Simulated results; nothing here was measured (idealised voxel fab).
The process module that follows is named voxel ribs on slabs.
Square cells of 5 nm make up the cross-section cut, whose width is 150 nm.
Heads up, the way a cross-section reads in here is a grid of square cells, handed over as bands from the top down, with every band being one or more rows of cells.
Quick guide to a band line: top height, bottom height (nm) up front; then every material left to right with its width in nm. Only one material and it's marked "throughout"? Then it fills the band edge to edge. And "air" just means empty space.
The reference from which all heights are counted is 0, the level beneath which the as-received wafer is entirely one material; the lowest band, having no lower bound, proceeds downward and is written after the example "from 0 down".
It should be noted that a width expressed as "30 to 40" varies in equal increments from row to row of cells within the band, taking the value of the first number at the top row and that of the second number at the bottom row.
What does "changes: none" mean for a step? It means no cell of the cross-section changed in that step.
"Enclosed internal cavities": empty spaces of 8 cells or more with no open way to the top, each given as width x height at distance, distance from the left edge, all in nm.
On a step's line, text after the settings is the simulator commenting on that step.
Regarding "overlay nm": on a step with a mask, it is the distance the mask lay to the right of its planned place; a negative value places it to the left.

These are the steps we planned for the process:
1. RECEIVE: material Si
2. DIRECTIONAL_DEP: material SiO2, thk nm 20
3. DIRECTIONAL_DEP: material polySi, thk nm 25
4. MASKED_ETCH: tone cover, mask id RIB, width nm 20, etch materials polySi, depth nm 15, overlay nm 0
5. DIRECTIONAL_DEP: material aC, thk nm 15
6. PATTERN: tone cover, mask id SLAB, material resist, width nm 50, thk nm 30, overlay nm 0
7. DIRECTIONAL_ETCH: etch materials aC, depth nm 15
8. STRIP: etch materials resist
9. DIRECTIONAL_ETCH: etch materials polySi, depth nm 10
10. STRIP: etch materials aC
11. FILL_DEP: material SiO2, thk nm 15
12. CMP: height nm 55
13. DIRECTIONAL_DEP: material W, thk nm 5
14. DIRECTIONAL_DEP: material aC, thk nm 15
15. PATTERN: tone cover, mask id HEATER, material resist, width nm 30, thk nm 30, overlay nm 0
16. DIRECTIONAL_ETCH: etch materials aC, depth nm 15
17. STRIP: etch materials resist
18. DIRECTIONAL_ETCH: etch materials W, depth nm 5
19. STRIP: etch materials aC
20. CONFORMAL_DEP: material SiO2, thk nm 10

Cross-section of the wafer at receipt, which is the condition after step 1:
from 0 down: Si throughout
Enclosed internal cavities: none

Cross-section: first of two wafers, module finished, run according to plan:
from 70 to 65: air (50), SiO2 (50), air (50)
from 65 to 60: SiO2 throughout
from 60 to 55: SiO2 (60), W (30), SiO2 (60)
from 55 to 45: SiO2 throughout
from 45 to 30: SiO2 (65), polySi (20), SiO2 (65)
from 30 to 20: SiO2 (50), polySi (50), SiO2 (50)
from 20 to 0: SiO2 throughout
from 0 down: Si throughout
Enclosed internal cavities: none

Wafer two, sectioned after the module: the first wafer's start, the first wafer's plan, and one mistake in how it was run:
from 70 to 65: air (55), SiO2 (50), air (45)
from 65 to 60: SiO2 throughout
from 60 to 55: SiO2 (65), W (30), SiO2 (55)
from 55 to 45: SiO2 throughout
from 45 to 30: SiO2 (65), polySi (20), SiO2 (65)
from 30 to 20: SiO2 (50), polySi (50), SiO2 (50)
from 20 to 0: SiO2 throughout
from 0 down: Si throughout
Enclosed internal cavities: none
Nonconformance to the process plan: step 15 did not happen as planned, as run it was PATTERN: tone cover, mask id HEATER, material resist, width nm 30, thk nm 30, overlay nm 5
At the close, every material occupies the same number of cells on the second wafer as on the first, only in different positions.
